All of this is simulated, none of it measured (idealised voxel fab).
This section sets out a process module, namely voxel self aligned contacts.
cross-section cut | 250 nm wide | cells 5 nm
When this document writes out a cross-section, it uses a grid of square cells and lists it as bands, beginning at the top and moving down, with a band standing for one or more rows of cells.
In this notation a band is specified by the heights of its top and bottom, in that order and in nm, after which its materials appear from left to right, each paired with its width in nm. The word "throughout" attached to a single material means that material fills the band from edge to edge; the word "empty" stands for empty space.
The reference from which all heights are counted is 0, the level beneath which the as-received wafer is entirely one material; the lowest band, having no lower bound, proceeds downward and is written after the example "z 0 and below".
A width such as "30..40" changes by the same amount from each row of cells to the next, from the band's top row to its bottom row.
A step reported as "identical to before" is a step in which no cell of the cross-section changed.
This entry, "Sealed internal voids", enumerates those empty regions of no fewer than 8 cells that possess no open connection to the top. Each region is reported in the form width x height at distance, the distance being taken from the left edge, with all three quantities expressed in nm.
Whatever follows a step's settings on its line is a remark the simulator itself makes about that step.
overlay nm, on a step with a mask: how far to the right of its planned place the mask lay; to the left if negative
**Process steps foreseen in the plan**
1. RECEIVE: material Si
2. OXIDIZE: depth nm 5
3. DIRECTIONAL_DEP: material polySi, thk nm 25
4. DIRECTIONAL_DEP: material SiN, thk nm 20
5. DIRECTIONAL_DEP: material aC, thk nm 15
6. PATTERN: tone cover, mask id GATE, material resist, width nm 30, pitch nm 75, thk nm 30, overlay nm 0
7. DIRECTIONAL_ETCH: etch materials aC, depth nm 15
8. STRIP: etch materials resist
9. DIRECTIONAL_ETCH: etch materials SiN, depth nm 20
10. DIRECTIONAL_ETCH: etch materials polySi, depth nm 25
11. STRIP: etch materials aC
12. CONFORMAL_DEP: material SiN, thk nm 10
13. DIRECTIONAL_ETCH: etch materials SiN, depth nm 10
14. FILL_DEP: material SiO2, thk nm 15
15. CMP: height nm 55
16. DIRECTIONAL_DEP: material aC, thk nm 15
17. PATTERN: tone open, mask id CONTACT, material resist, width nm 55, thk nm 30, overlay nm 0
18. DIRECTIONAL_ETCH: etch materials aC, depth nm 15
19. STRIP: etch materials resist
20. DIRECTIONAL_ETCH: etch materials SiO2, depth nm 60
21. STRIP: etch materials aC
22. CONFORMAL_DEP: material TiN, thk nm 5
23. FILL_DEP: material W, thk nm 5
24. CMP: height nm 55
25. CONFORMAL_DEP: material SiCN, thk nm 5
**Cross-section of the wafer as it came to us, i.e., already through step 1**
- z 0 and below: Si throughout
- Sealed internal voids: none
**Below is the wafer in cross-section after the module was completed. It began from the starting point shown above and followed the plan shown above, except that one mistake was made while running it**
- z 60 to 55: SiCN throughout
- z 55 to 50: SiO2 (95), then TiN (5), then W (45), then TiN (5), then SiO2 (100)
- z 50 to 45: SiO2 (95), then TiN (55), then SiO2 (100)
- z 45 to 25: SiN (80), then SiO2 (10), then SiN (65), then SiO2 (10), then SiN (85)
- z 25 to 0: polySi (70), then SiN (10), then SiO2 (10), then SiN (10), then polySi (45), then SiN (10), then SiO2 (10), then SiN (10), then polySi (75)
- z 0 to -5: SiO2 throughout
- z -5 and below: Si throughout
- Sealed internal voids: none
what went wrong: contrary to plan, step 6 was performed as PATTERN: tone open, mask id GATE, material resist, width nm 30, pitch nm 75, thk nm 30, overlay nm 0
